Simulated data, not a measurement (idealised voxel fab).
process module | voxel ribs on slabs
Cross-section cut spans 195 nm and uses square cells 5 nm in size.
For the purposes of this document, a cross-section shall be understood as a grid of square cells, specified as bands listed in top-to-bottom order, each band consisting of one or more rows of cells. What a band's entry tells you: where the top is and where the bottom is, as heights in nm, and after that what lies inside, material by material from left to right, each with its width in nm. Empty space is written as the word "blank", and a single material marked with the word "edge to edge" occupies the band from edge to edge. It should be noted that heights are counted from 0, beneath which the wafer as supplied is of one material throughout, and that the lowest band possesses no lower boundary but continues downward, as written in "top 0, no bottom". So if you see something like "30..40" for the width, read it as the top row of the band sitting at the first number and the bottom row at the second, with every row in between moving by the same amount as the last. Where a step carries "all unchanged", the cross-section came out of it unchanged, cell for cell. "Closed void entries" contains a list of empty spaces, each no smaller than 8 cells and without an open way to the top, written in the form width x height at distance with the distance from the left edge and all three in nm. Anything after a step's settings on that line? It's the simulator's own note about the step. overlay nm: where the mask lay relative to plan, measured to the right, on steps with a mask; negatives go left.
**These are the steps we planned for the process**
step 1: RECEIVE with material Si
step 2: DIRECTIONAL_DEP with material SiO2, thk nm 20
step 3: DIRECTIONAL_DEP with material polySi, thk nm 15
step 4: MASKED_ETCH with tone cover, mask id RIB, width nm 15, etch materials polySi, depth nm 5, overlay nm 0
step 5: DIRECTIONAL_DEP with material aC, thk nm 15
step 6: PATTERN with tone cover, mask id SLAB, material resist, width nm 45, thk nm 35, overlay nm 0
step 7: DIRECTIONAL_ETCH with etch materials aC, depth nm 15
step 8: STRIP with etch materials resist
step 9: DIRECTIONAL_ETCH with etch materials polySi, depth nm 10
step 10: STRIP with etch materials aC
step 11: FILL_DEP with material SiO2, thk nm 30
step 12: CMP with height nm 55
step 13: DIRECTIONAL_DEP with material TiN, thk nm 5
step 14: DIRECTIONAL_DEP with material aC, thk nm 15
step 15: PATTERN with tone cover, mask id HEATER, material resist, width nm 25, thk nm 30, overlay nm 0
step 16: DIRECTIONAL_ETCH with etch materials aC, depth nm 15
step 17: STRIP with etch materials resist
step 18: DIRECTIONAL_ETCH with etch materials TiN, depth nm 5
step 19: STRIP with etch materials aC
step 20: CONFORMAL_DEP with material SiN, thk nm 5
Among the wafers covered here, the point of difference is the width nm at step 6; their starting state is shared, and the plan presents the value of the first wafer.
**As-received state after step 1, first of several wafers, cross-section**
top 0, no bottom  Si edge to edge
Closed void entries: none
**Wafer rows, end of module: cells per material gained (+) or lost (-) since receipt; closed voids last**
width nm 45, +41 SiN, +408 SiO2, +5 TiN, +21 polySi, Closed void entries: none
width nm 50, +41 SiN, +406 SiO2, +5 TiN, +23 polySi, Closed void entries: none
width nm 55, +41 SiN, +404 SiO2, +5 TiN, +25 polySi, Closed void entries: none
width nm 60, +41 SiN, +402 SiO2, +5 TiN, +27 polySi, Closed void entries: none
width nm 65, +41 SiN, +400 SiO2, +5 TiN, +29 polySi, Closed void entries: none
width nm 70, +41 SiN, +398 SiO2, +5 TiN, +31 polySi, Closed void entries: none
